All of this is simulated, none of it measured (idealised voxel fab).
This section sets out a process module, namely voxel transistor to metal.
The cross-section shown here is cut; it is 145 nm wide and divided into square cells measuring 5 nm on a side.
Cross-sections here: square-cell grids, written as top-down lists of bands, a band being one or more rows of cells. Band: top height; bottom height; in nm. Then, left to right: material with width in nm, for each material. "all across": a single material spanning edge to edge. "air": empty space. We count height from 0. Below that, the starting wafer is all one material. The lowest band never ends at the bottom but goes on down; see "0 down" for how that is written. Top row gets the first number, bottom row gets the second, and each row in between changes by the same step: that is how a band width like "30->40" works. For the purposes of this document, the phrase "no change occurred" attached to a step denotes that no cell within the cross-section was modified by that step. Empty spaces counting at least 8 cells and having no open way to the top are listed in "Cavities, sealed". The notation width x height at distance is used for each, the distance being from the left edge and all three values in nm. Text after the settings on a step's line: the simulator's own remark on that step. overlay nm: on a step with a mask, how far right of its planned place the mask lay; negative means left.

Steps in the process plan
| 1 | RECEIVE, material Si |
| 2 | OXIDIZE, depth nm 5 |
| 3 | CONFORMAL_DEP, material SiN, thk nm 15 |
| 4 | DIRECTIONAL_DEP, material aC, thk nm 10 |
| 5 | PATTERN, tone cover, mask id ACTIVE, material resist, width nm 100, thk nm 30, overlay nm 0 |
| 6 | DIRECTIONAL_ETCH, etch materials aC, depth nm 10 |
| 7 | STRIP, etch materials resist |
| 8 | DIRECTIONAL_ETCH, etch materials SiN, depth nm 15 |
| 9 | DIRECTIONAL_ETCH, etch materials SiO2, depth nm 5 |
| 10 | DIRECTIONAL_ETCH, etch materials Si, depth nm 25 |
| 11 | STRIP, etch materials aC |
| 12 | FILL_DEP, material SiO2, thk nm 15 |
| 13 | CMP, height nm 15 |
| 14 | SELECTIVE_ETCH, etch materials SiO2, depth nm 10 |
| 15 | STRIP, etch materials SiN |
| 16 | SELECTIVE_ETCH, etch materials SiO2, depth nm 5 |
| 17 | OXIDIZE, depth nm 5 |
| 18 | DIRECTIONAL_DEP, material polySi, thk nm 20 |
| 19 | DIRECTIONAL_DEP, material SiCN, thk nm 15 |
| 20 | PATTERN, tone cover, mask id GATE, material resist, width nm 20, thk nm 15, overlay nm 0 |
| 21 | DIRECTIONAL_ETCH, etch materials SiCN, depth nm 25 |
| 22 | DIRECTIONAL_ETCH, etch materials polySi, depth nm 30 |
| 23 | STRIP, etch materials resist |
| 24 | CONFORMAL_DEP, material SiO2, thk nm 5 |
| 25 | DIRECTIONAL_ETCH, etch materials SiO2, depth nm 5 |
| 26 | CONFORMAL_DEP, material SiN, thk nm 5 |
| 27 | DIRECTIONAL_ETCH, etch materials SiN, depth nm 5 |
| 28 | DIRECTIONAL_ETCH, etch materials SiO2, depth nm 5 |
| 29 | DIRECTIONAL_ETCH, etch materials Si, depth nm 10 |
| 30 | EPI, material nSi, thk nm 10 |
| 31 | FILL_DEP, material SiO2, thk nm 5 |
| 32 | CMP, height nm 30 |
| 33 | DIRECTIONAL_DEP, material SiO2, thk nm 10 |
| 34 | PATTERN, tone open, mask id CONTACT, material resist, width nm 30, pitch nm 60, thk nm 20, overlay nm 0 |
| 35 | DIRECTIONAL_ETCH, etch materials SiO2, depth nm 50 |
| 36 | STRIP, etch materials resist |
| 37 | CONFORMAL_DEP, material TiN, thk nm 5 |
| 38 | FILL_DEP, material W, thk nm 10 |
| 39 | CMP, height nm 40 |
| 40 | CONFORMAL_DEP, material SiCN, thk nm 5 |
| 41 | DIRECTIONAL_DEP, material lowk, thk nm 15 |
| 42 | PATTERN, tone open, mask id METAL_1, material resist, width nm 20, pitch nm 70, thk nm 15, overlay nm 0 |
| 43 | DIRECTIONAL_ETCH, etch materials lowk, depth nm 15 |
| 44 | DIRECTIONAL_ETCH, etch materials SiCN, depth nm 5 |
| 45 | STRIP, etch materials resist |
| 46 | CONFORMAL_DEP, material TiN, thk nm 5 |
| 47 | FILL_DEP, material Cu, thk nm 10 |
| 48 | CMP, height nm 60 |
| 49 | CONFORMAL_DEP, material SiCN, thk nm 5 |
| 50 | DIRECTIONAL_DEP, material SiO2, thk nm 35 |
| 51 | DIRECTIONAL_DEP, material aC, thk nm 10 |
| 52 | PATTERN, tone open, mask id METAL_2_HOLES, material resist, width nm 15, pitch nm 70, thk nm 25, overlay nm 0 |
| 53 | DIRECTIONAL_ETCH, etch materials aC, depth nm 10 |
| 54 | STRIP, etch materials resist |
| 55 | DIRECTIONAL_ETCH, etch materials SiO2, depth nm 35 |
| 56 | STRIP, etch materials aC |
| 57 | PATTERN, tone open, mask id METAL_2, material resist, width nm 20, pitch nm 70, thk nm 15, overlay nm 0 |
| 58 | DIRECTIONAL_ETCH, etch materials SiO2, depth nm 20 |
| 59 | DIRECTIONAL_ETCH, etch materials SiCN, depth nm 5 |
| 60 | STRIP, etch materials resist |
| 61 | CONFORMAL_DEP, material TiN, thk nm 5 |
| 62 | FILL_DEP, material Cu, thk nm 10 |
| 63 | CMP, height nm 100 |
| 64 | CONFORMAL_DEP, material SiN, thk nm 5 |

First of the two wafers, run per plan

Incoming wafer, cross-sectional view, post step 1
> 0 down  Si all across
> Cavities, sealed: none

How the wafer stands in section after step 2
> 0 to -5  SiO2 all across
> Unchanged below -5.

How the wafer stands in section after step 3
> 15 to 0  SiN all across
> Unchanged below 0.

How the wafer stands in section after step 4
> 25 to 15  aC all across
> Unchanged below 15.

How the wafer stands in section after step 5
> 55 to 25  air: 20, then resist: 100, then air: 25
> Unchanged below 25.

How the wafer stands in section after step 6
> 45 to 25  air: 20, then resist: 100, then air: 25
> 25 to 15  air: 20, then aC: 100, then air: 25
> Unchanged below 15.

How the wafer stands in section after step 7
> 25 to 15  air: 20, then aC: 100, then air: 25
> Unchanged below 15.

How the wafer stands in section after step 8
> 25 to 15  air: 20, then aC: 100, then air: 25
> 15 to 0  air: 20, then SiN: 100, then air: 25
> Unchanged below 0.

How the wafer stands in section after step 9
> 25 to 15  air: 20, then aC: 100, then air: 25
> 15 to 0  air: 20, then SiN: 100, then air: 25
> 0 to -5  air: 20, then SiO2: 100, then air: 25
> Unchanged below -5.

How the wafer stands in section after step 10
> 25 to 15  air: 20, then aC: 100, then air: 25
> 15 to 0  air: 20, then SiN: 100, then air: 25
> 0 to -5  air: 20, then SiO2: 100, then air: 25
> -5 to -30  air: 20, then Si: 100, then air: 25
> Unchanged below -30.

How the wafer stands in section after step 11
> 15 to 0  air: 20, then SiN: 100, then air: 25
> Unchanged below 0.

How the wafer stands in section after step 12
> 30 to 15  SiO2 all across
> 15 to 0  SiO2: 20, then SiN: 100, then SiO2: 25
> 0 to -5  SiO2 all across
> -5 to -30  SiO2: 20, then Si: 100, then SiO2: 25
> Unchanged below -30.

How the wafer stands in section after step 13
> 15 to 0  SiO2: 20, then SiN: 100, then SiO2: 25
> Unchanged below 0.

How the wafer stands in section after step 14
> 15 to 5  air: 20, then SiN: 100, then air: 25
> Unchanged below 5.

How the wafer stands in section after step 15
> 5 to 0  SiO2: 20, then air: 100, then SiO2: 25
> Unchanged below 0.

How the wafer stands in section after step 16
> 0 to -5  SiO2: 15, then air: 110, then SiO2: 20
> Unchanged below -5.

How the wafer stands in section after step 17
> 0 to -5  SiO2: 15, then air: 110, then SiO2: 20
> -5 to -10  SiO2 all across
> Unchanged below -10.

How the wafer stands in section after step 18
> 20 to 15  polySi: 15, then air: 110, then polySi: 20
> 15 to 0  polySi all across
> 0 to -5  SiO2: 15, then polySi: 110, then SiO2: 20
> Unchanged below -5.

How the wafer stands in section after step 19
> 35 to 30  SiCN: 15, then air: 110, then SiCN: 20
> 30 to 20  SiCN all across
> 20 to 15  polySi: 15, then SiCN: 110, then polySi: 20
> Unchanged below 15.

How the wafer stands in section after step 20
> 50 to 35  air: 60, then resist: 20, then air: 65
> 35 to 30  SiCN: 15, then air: 45, then resist: 20, then air: 45, then SiCN: 20
> Unchanged below 30.

How the wafer stands in section after step 21
> 50 to 30  air: 60, then resist: 20, then air: 65
> 30 to 20  air: 60, then SiCN: 20, then air: 65
> 20 to 15  polySi: 15, then air: 45, then SiCN: 20, then air: 45, then polySi: 20
> Unchanged below 15.

How the wafer stands in section after step 22
> 50 to 30  air: 60, then resist: 20, then air: 65
> 30 to 15  air: 60, then SiCN: 20, then air: 65
> 15 to 0  air: 60, then polySi: 20, then air: 65
> 0 to -5  SiO2: 15, then air: 45, then polySi: 20, then air: 45, then SiO2: 20
> Unchanged below -5.

How the wafer stands in section after step 23
> 30 to 15  air: 60, then SiCN: 20, then air: 65
> Unchanged below 15.

How the wafer stands in section after step 24
> 35 to 30  air: 55, then SiO2: 30, then air: 60
> 30 to 15  air: 55, then SiO2: 5, then SiCN: 20, then SiO2: 5, then air: 60
> 15 to 5  air: 55, then SiO2: 5, then polySi: 20, then SiO2: 5, then air: 60
> 5 to 0  SiO2: 20, then air: 35, then SiO2: 5, then polySi: 20, then SiO2: 5, then air: 35, then SiO2: 25
> 0 to -5  SiO2: 60, then polySi: 20, then SiO2: 65
> Unchanged below -5.

How the wafer stands in section after step 25
> 30 to 15  air: 55, then SiO2: 5, then SiCN: 20, then SiO2: 5, then air: 60
> 15 to 0  air: 55, then SiO2: 5, then polySi: 20, then SiO2: 5, then air: 60
> 0 to -5  SiO2: 20, then air: 35, then SiO2: 5, then polySi: 20, then SiO2: 5, then air: 35, then SiO2: 25
> Unchanged below -5.

How the wafer stands in section after step 26
> 35 to 30  air: 50, then SiN: 40, then air: 55
> 30 to 15  air: 50, then SiN: 5, then SiO2: 5, then SiCN: 20, then SiO2: 5, then SiN: 5, then air: 55
> 15 to 5  air: 50, then SiN: 5, then SiO2: 5, then polySi: 20, then SiO2: 5, then SiN: 5, then air: 55
> 5 to 0  SiN: 25, then air: 25, then SiN: 5, then SiO2: 5, then polySi: 20, then SiO2: 5, then SiN: 5, then air: 25, then SiN: 30
> 0 to -5  SiO2: 20, then SiN: 35, then SiO2: 5, then polySi: 20, then SiO2: 5, then SiN: 35, then SiO2: 25
> Unchanged below -5.

How the wafer stands in section after step 27
> 30 to 15  air: 50, then SiN: 5, then SiO2: 5, then SiCN: 20, then SiO2: 5, then SiN: 5, then air: 55
> 15 to 0  air: 50, then SiN: 5, then SiO2: 5, then polySi: 20, then SiO2: 5, then SiN: 5, then air: 55
> 0 to -5  SiO2: 20, then SiN: 5, then air: 25, then SiN: 5, then SiO2: 5, then polySi: 20, then SiO2: 5, then SiN: 5, then air: 25, then SiN: 5, then SiO2: 25
> Unchanged below -5.

How the wafer stands in section after step 28
> 30 to 25  air: 50, then SiN: 5, then air: 5, then SiCN: 20, then air: 5, then SiN: 5, then air: 55
> 25 to 15  air: 50, then SiN: 5, then SiO2: 5, then SiCN: 20, then SiO2: 5, then SiN: 5, then air: 55
> 15 to 0  air: 50, then SiN: 5, then SiO2: 5, then polySi: 20, then SiO2: 5, then SiN: 5, then air: 55
> 0 to -5  air: 20, then SiN: 5, then air: 25, then SiN: 5, then SiO2: 5, then polySi: 20, then SiO2: 5, then SiN: 5, then air: 25, then SiN: 5, then air: 25
> -5 to -10  SiO2: 25, then air: 25, then SiO2: 40, then air: 25, then SiO2: 30
> Unchanged below -10.

How the wafer stands in section after step 29
> 30 to 25  air: 50, then SiN: 5, then air: 5, then SiCN: 20, then air: 5, then SiN: 5, then air: 55
> 25 to 15  air: 50, then SiN: 5, then SiO2: 5, then SiCN: 20, then SiO2: 5, then SiN: 5, then air: 55
> 15 to 0  air: 50, then SiN: 5, then SiO2: 5, then polySi: 20, then SiO2: 5, then SiN: 5, then air: 55
> 0 to -5  air: 20, then SiN: 5, then air: 25, then SiN: 5, then SiO2: 5, then polySi: 20, then SiO2: 5, then SiN: 5, then air: 25, then SiN: 5, then air: 25
> -5 to -10  SiO2: 25, then air: 25, then SiO2: 40, then air: 25, then SiO2: 30
> -10 to -20  SiO2: 20, then Si: 5, then air: 25, then Si: 40, then air: 25, then Si: 5, then SiO2: 25
> Unchanged below -20.

How the wafer stands in section after step 30
> 30 to 25  air: 50, then SiN: 5, then air: 5, then SiCN: 20, then air: 5, then SiN: 5, then air: 55
> 25 to 15  air: 50, then SiN: 5, then SiO2: 5, then SiCN: 20, then SiO2: 5, then SiN: 5, then air: 55
> 15 to 0  air: 50, then SiN: 5, then SiO2: 5, then polySi: 20, then SiO2: 5, then SiN: 5, then air: 55
> 0 to -5  air: 20, then SiN: 5, then nSi: 10, then air: 5, then nSi: 10, then SiN: 5, then SiO2: 5, then polySi: 20, then SiO2: 5, then SiN: 5, then nSi: 10, then air: 5, then nSi: 10, then SiN: 5, then air: 25
> -5 to -10  SiO2: 25, then nSi: 10, then air: 5, then nSi: 10, then SiO2: 40, then nSi: 10, then air: 5, then nSi: 10, then SiO2: 30
> -10 to -20  SiO2: 20, then Si: 5, then nSi: 25, then Si: 40, then nSi: 25, then Si: 5, then SiO2: 25
> Unchanged below -20.

How the wafer stands in section after step 31
> 35 to 30  SiO2 all across
> 30 to 15  SiO2: 50, then SiN: 5, then SiO2: 5, then SiCN: 20, then SiO2: 5, then SiN: 5, then SiO2: 55
> 15 to 0  SiO2: 50, then SiN: 5, then SiO2: 5, then polySi: 20, then SiO2: 5, then SiN: 5, then SiO2: 55
> 0 to -5  SiO2: 20, then SiN: 5, then nSi: 10, then SiO2: 5, then nSi: 10, then SiN: 5, then SiO2: 5, then polySi: 20, then SiO2: 5, then SiN: 5, then nSi: 10, then SiO2: 5, then nSi: 10, then SiN: 5, then SiO2: 25
> -5 to -10  SiO2: 25, then nSi: 10, then SiO2: 5, then nSi: 10, then SiO2: 40, then nSi: 10, then SiO2: 5, then nSi: 10, then SiO2: 30
> Unchanged below -10.

How the wafer stands in section after step 32
> 30 to 15  SiO2: 50, then SiN: 5, then SiO2: 5, then SiCN: 20, then SiO2: 5, then SiN: 5, then SiO2: 55
> Unchanged below 15.

How the wafer stands in section after step 33
> 40 to 30  SiO2 all across
> Unchanged below 30.

How the wafer stands in section after step 34
> 60 to 40  resist: 25, then air: 30, then resist: 30, then air: 30, then resist: 30
> Unchanged below 40.

How the wafer stands in section after step 35
> 60 to 40  resist: 25, then air: 30, then resist: 30, then air: 30, then resist: 30
> 40 to 30  SiO2: 25, then air: 30, then SiO2: 30, then air: 30, then SiO2: 30
> 30 to 15  SiO2: 25, then air: 25, then SiN: 5, then SiO2: 5, then SiCN: 20, then SiO2: 5, then SiN: 5, then air: 25, then SiO2: 30
> 15 to 0  SiO2: 25, then air: 25, then SiN: 5, then SiO2: 5, then polySi: 20, then SiO2: 5, then SiN: 5, then air: 25, then SiO2: 30
> 0 to -5  SiO2: 20, then SiN: 5, then nSi: 10, then air: 5, then nSi: 10, then SiN: 5, then SiO2: 5, then polySi: 20, then SiO2: 5, then SiN: 5, then nSi: 10, then air: 5, then nSi: 10, then SiN: 5, then SiO2: 25
> -5 to -10  SiO2: 25, then nSi: 10, then air: 5, then nSi: 10, then SiO2: 40, then nSi: 10, then air: 5, then nSi: 10, then SiO2: 30
> Unchanged below -10.

How the wafer stands in section after step 36
> 40 to 30  SiO2: 25, then air: 30, then SiO2: 30, then air: 30, then SiO2: 30
> Unchanged below 30.

How the wafer stands in section after step 37
> 45 to 40  TiN: 30, then air: 20, then TiN: 40, then air: 20, then TiN: 35
> 40 to 30  SiO2: 25, then TiN: 5, then air: 20->15, then TiN: 5->10, then SiO2: 30, then TiN: 5->10, then air: 20->15, then TiN: 5, then SiO2: 30
> 30 to 15  SiO2: 25, then TiN: 5, then air: 15, then TiN: 5, then SiN: 5, then SiO2: 5, then SiCN: 20, then SiO2: 5, then SiN: 5, then TiN: 5, then air: 15, then TiN: 5, then SiO2: 30
> 15 to 5  SiO2: 25, then TiN: 5, then air: 15, then TiN: 5, then SiN: 5, then SiO2: 5, then polySi: 20, then SiO2: 5, then SiN: 5, then TiN: 5, then air: 15, then TiN: 5, then SiO2: 30
> 5 to 0  SiO2: 25, then TiN: 25, then SiN: 5, then SiO2: 5, then polySi: 20, then SiO2: 5, then SiN: 5, then TiN: 25, then SiO2: 30
> 0 to -5  SiO2: 20, then SiN: 5, then nSi: 10, then TiN: 5, then nSi: 10, then SiN: 5, then SiO2: 5, then polySi: 20, then SiO2: 5, then SiN: 5, then nSi: 10, then TiN: 5, then nSi: 10, then SiN: 5, then SiO2: 25
> -5 to -10  SiO2: 25, then nSi: 10, then TiN: 5, then nSi: 10, then SiO2: 40, then nSi: 10, then TiN: 5, then nSi: 10, then SiO2: 30
> Unchanged below -10.

How the wafer stands in section after step 38
> 55 to 45  W all across
> 45 to 40  TiN: 30, then W: 20, then TiN: 40, then W: 20, then TiN: 35
> 40 to 30  SiO2: 25, then TiN: 5, then W: 20->15, then TiN: 5->10, then SiO2: 30, then TiN: 5->10, then W: 20->15, then TiN: 5, then SiO2: 30
> 30 to 15  SiO2: 25, then TiN: 5, then W: 15, then TiN: 5, then SiN: 5, then SiO2: 5, then SiCN: 20, then SiO2: 5, then SiN: 5, then TiN: 5, then W: 15, then TiN: 5, then SiO2: 30
> 15 to 5  SiO2: 25, then TiN: 5, then W: 15, then TiN: 5, then SiN: 5, then SiO2: 5, then polySi: 20, then SiO2: 5, then SiN: 5, then TiN: 5, then W: 15, then TiN: 5, then SiO2: 30
> Unchanged below 5.

How the wafer stands in section after step 39
> 40 to 30  SiO2: 25, then TiN: 5, then W: 20->15, then TiN: 5->10, then SiO2: 30, then TiN: 5->10, then W: 20->15, then TiN: 5, then SiO2: 30
> Unchanged below 30.

How the wafer stands in section after step 40
> 45 to 40  SiCN all across
> Unchanged below 40.

How the wafer stands in section after step 41
> 60 to 45  lowk all across
> Unchanged below 45.

How the wafer stands in section after step 42
> 75 to 60  resist: 25, then air: 20, then resist: 50, then air: 20, then resist: 30
> Unchanged below 60.

How the wafer stands in section after step 43
> 75 to 60  resist: 25, then air: 20, then resist: 50, then air: 20, then resist: 30
> 60 to 45  lowk: 25, then air: 20, then lowk: 50, then air: 20, then lowk: 30
> Unchanged below 45.

How the wafer stands in section after step 44
> 75 to 60  resist: 25, then air: 20, then resist: 50, then air: 20, then resist: 30
> 60 to 45  lowk: 25, then air: 20, then lowk: 50, then air: 20, then lowk: 30
> 45 to 40  SiCN: 25, then air: 20, then SiCN: 50, then air: 20, then SiCN: 30
> Unchanged below 40.

How the wafer stands in section after step 45
> 60 to 45  lowk: 25, then air: 20, then lowk: 50, then air: 20, then lowk: 30
> Unchanged below 45.

How the wafer stands in section after step 46
> 65 to 60  TiN: 30, then air: 10, then TiN: 60, then air: 10, then TiN: 35
> 60 to 45  lowk: 25, then TiN: 5, then air: 10, then TiN: 5, then lowk: 50, then TiN: 5, then air: 10, then TiN: 5, then lowk: 30
> 45 to 40  SiCN: 25, then TiN: 20, then SiCN: 50, then TiN: 20, then SiCN: 30
> Unchanged below 40.

How the wafer stands in section after step 47
> 75 to 65  Cu all across
> 65 to 60  TiN: 30, then Cu: 10, then TiN: 60, then Cu: 10, then TiN: 35
> 60 to 45  lowk: 25, then TiN: 5, then Cu: 10, then TiN: 5, then lowk: 50, then TiN: 5, then Cu: 10, then TiN: 5, then lowk: 30
> Unchanged below 45.

How the wafer stands in section after step 48
> 60 to 45  lowk: 25, then TiN: 5, then Cu: 10, then TiN: 5, then lowk: 50, then TiN: 5, then Cu: 10, then TiN: 5, then lowk: 30
> Unchanged below 45.

How the wafer stands in section after step 49
> 65 to 60  SiCN all across
> Unchanged below 60.

How the wafer stands in section after step 50
> 100 to 65  SiO2 all across
> Unchanged below 65.

How the wafer stands in section after step 51
> 110 to 100  aC all across
> Unchanged below 100.

How the wafer stands in section after step 52
> 135 to 110  resist: 25, then air: 15, then resist: 55, then air: 15, then resist: 35
> Unchanged below 110.

How the wafer stands in section after step 53
> 125 to 110  resist: 25, then air: 15, then resist: 55, then air: 15, then resist: 35
> 110 to 100  aC: 25, then air: 15, then aC: 55, then air: 15, then aC: 35
> Unchanged below 100.

How the wafer stands in section after step 54
> 110 to 100  aC: 25, then air: 15, then aC: 55, then air: 15, then aC: 35
> Unchanged below 100.

How the wafer stands in section after step 55
> 110 to 100  aC: 25, then air: 15, then aC: 55, then air: 15, then aC: 35
> 100 to 65  SiO2: 25, then air: 15, then SiO2: 55, then air: 15, then SiO2: 35
> Unchanged below 65.

How the wafer stands in section after step 56
> 100 to 65  SiO2: 25, then air: 15, then SiO2: 55, then air: 15, then SiO2: 35
> Unchanged below 65.

How the wafer stands in section after step 57
> 115 to 100  resist: 25, then air: 20, then resist: 50, then air: 20, then resist: 30
> Unchanged below 100.

How the wafer stands in section after step 58
> 115 to 100  resist: 25, then air: 20, then resist: 50, then air: 20, then resist: 30
> 100 to 80  SiO2: 25, then air: 20, then SiO2: 50, then air: 20, then SiO2: 30
> Unchanged below 80.

How the wafer stands in section after step 59
> 115 to 100  resist: 25, then air: 20, then resist: 50, then air: 20, then resist: 30
> 100 to 80  SiO2: 25, then air: 20, then SiO2: 50, then air: 20, then SiO2: 30
> 80 to 65  SiO2: 25, then air: 15, then SiO2: 55, then air: 15, then SiO2: 35
> 65 to 60  SiCN: 25, then air: 15, then SiCN: 55, then air: 15, then SiCN: 35
> Unchanged below 60.

How the wafer stands in section after step 60
> 100 to 80  SiO2: 25, then air: 20, then SiO2: 50, then air: 20, then SiO2: 30
> Unchanged below 80.

How the wafer stands in section after step 61
> 105 to 100  TiN: 30, then air: 10, then TiN: 60, then air: 10, then TiN: 35
> 100 to 85  SiO2: 25, then TiN: 5, then air: 10, then TiN: 5, then SiO2: 50, then TiN: 5, then air: 10, then TiN: 5, then SiO2: 30
> 85 to 80  SiO2: 25, then TiN: 5, then air: 5, then TiN: 10, then SiO2: 50, then TiN: 5, then air: 5, then TiN: 10, then SiO2: 30
> 80 to 65  SiO2: 25, then TiN: 5, then air: 5, then TiN: 5, then SiO2: 55, then TiN: 5, then air: 5, then TiN: 5, then SiO2: 35
> 65 to 60  SiCN: 25, then TiN: 15, then SiCN: 55, then TiN: 15, then SiCN: 35
> Unchanged below 60.

How the wafer stands in section after step 62
> 115 to 105  Cu all across
> 105 to 100  TiN: 30, then Cu: 10, then TiN: 60, then Cu: 10, then TiN: 35
> 100 to 85  SiO2: 25, then TiN: 5, then Cu: 10, then TiN: 5, then SiO2: 50, then TiN: 5, then Cu: 10, then TiN: 5, then SiO2: 30
> 85 to 80  SiO2: 25, then TiN: 5, then Cu: 5, then TiN: 10, then SiO2: 50, then TiN: 5, then Cu: 5, then TiN: 10, then SiO2: 30
> 80 to 65  SiO2: 25, then TiN: 5, then Cu: 5, then TiN: 5, then SiO2: 55, then TiN: 5, then Cu: 5, then TiN: 5, then SiO2: 35
> Unchanged below 65.

How the wafer stands in section after step 63
> 100 to 85  SiO2: 25, then TiN: 5, then Cu: 10, then TiN: 5, then SiO2: 50, then TiN: 5, then Cu: 10, then TiN: 5, then SiO2: 30
> Unchanged below 85.

How the wafer stands in section after step 64
> 105 to 100  SiN all across
> Unchanged below 100.

The Second Wafer: Common Origin and Plan, One Mistake in Execution, Identical to the First Through Step 49

The second wafer in cross-section, at the planned close of step 50
> 100 to 65  W all across
> Unchanged below 65.

The second wafer in cross-section, at the planned close of step 51
> 110 to 100  aC all across
> Unchanged below 100.

The second wafer in cross-section, at the planned close of step 52
> 135 to 110  resist: 25, then air: 15, then resist: 55, then air: 15, then resist: 35
> Unchanged below 110.

The second wafer in cross-section, at the planned close of step 53
> 125 to 110  resist: 25, then air: 15, then resist: 55, then air: 15, then resist: 35
> 110 to 100  aC: 25, then air: 15, then aC: 55, then air: 15, then aC: 35
> Unchanged below 100.

The second wafer in cross-section, at the planned close of step 54
> 110 to 100  aC: 25, then air: 15, then aC: 55, then air: 15, then aC: 35
> Unchanged below 100.

The second wafer in cross-section, at the planned close of step 55: no change occurred

The second wafer in cross-section, at the planned close of step 56
> 100 to 65  W all across
> Unchanged below 65.

The second wafer in cross-section, at the planned close of step 57
> 115 to 100  resist: 25, then air: 20, then resist: 50, then air: 20, then resist: 30
> Unchanged below 100.

The second wafer in cross-section, at the planned close of step 58: no change occurred

The second wafer in cross-section, at the planned close of step 59: no change occurred

The second wafer in cross-section, at the planned close of step 60
> 100 to 65  W all across
> Unchanged below 65.

The second wafer in cross-section, at the planned close of step 61
> 105 to 100  TiN all across
> Unchanged below 100.

The second wafer in cross-section, at the planned close of step 62
> 115 to 105  Cu all across
> Unchanged below 105.

The second wafer in cross-section, at the planned close of step 63
> 100 to 65  W all across
> Unchanged below 65.

The second wafer in cross-section, at the planned close of step 64
> 105 to 100  SiN all across
> Unchanged below 100.
Run error: step 50 ran as: DIRECTIONAL_DEP, material W, thk nm 35
Final comparison by cell count, materials where the second wafer has more or fewer than the first: Cu -20 | SiCN +6 | SiO2 -153 | TiN -36 | W +203
